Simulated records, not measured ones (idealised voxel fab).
Process module name: voxel plated lines
cross-section cut | 240 nm wide | cells 5 nm
Each cross-section below is a grid of square cells, stated as bands in top-down order, with one or more rows of cells making up each band.
Each band's line starts with the height of the band's top and of its bottom, in nm. Then come its materials from left to right, each with its width in nm. One material with "all across" fills the band from edge to edge. "empty" is empty space.
A quick word on heights: they are counted from 0, and under that level the wafer as it came to us is one material throughout. The lowest band is different from the rest in having no bottom; it simply continues downward, written as in "z 0 and below".
So if you see something like "30 to 40" for the width, read it as the top row of the band sitting at the first number and the bottom row at the second, with every row in between moving by the same amount as the last.
Where the words "no change occurred" appear for a step, the cross-section shows no cell changed by that step; every cell remained as before.
The list in "Internal closed voids" covers empty spaces of 8 cells or more that cannot reach the top through any open way, and it gives each as width x height at distance; the distance is from the left edge, and width, height and distance are in nm.
after a step's settings: what the simulator itself notes on the step
When a step includes a mask, the "overlay nm" setting on its line states how far to the right of its planned place that mask lay, and negative values state how far to the left.
Below is the list of planned process steps:
1. RECEIVE | material Si
2. CONFORMAL_DEP | material SiN | thk nm 5
3. DIRECTIONAL_DEP | material TiN | thk nm 5
4. PATTERN | tone open | mask id LINES | material resist | width nm 15 | pitch nm 35 | thk nm 35 | overlay nm 0
5. EPI | material Ru | thk nm 5
6. EPI | material Ru | thk nm 5
7. EPI | material Ru | thk nm 10
8. STRIP | etch materials resist
9. DIRECTIONAL_ETCH | etch materials TiN | depth nm 5
10. CONFORMAL_DEP | material SiCN | thk nm 5
Here's what the wafer looked like in cross-section when it arrived - that's after step 1:
* z 0 and below  Si all across
* Internal closed voids: none
Starting structure and process plan are as shown above, but one mistake was made in running the module; the wafer cross-section at the end of the module follows:
* z 35 to 30  empty: 100  SiCN: 25  empty: 10  SiCN: 25  empty: 80
* z 30 to 10  empty: 100  SiCN: 5  Ru: 15  SiCN: 5  empty: 10  SiCN: 5  Ru: 15  SiCN: 5  empty: 80
* z 10 to 5  SiCN: 105  TiN: 15  SiCN: 20  TiN: 15  SiCN: 85
* z 5 to 0  SiN all across
* z 0 and below  Si all across
* Internal closed voids: none
Heads up, the wafer didn't run the way we planned it: off-plan run, step 4, actual operation and settings PATTERN | tone open | mask id LINES | material resist | width nm 15 | pitch nm 35 | thk nm 35 | overlay nm 10
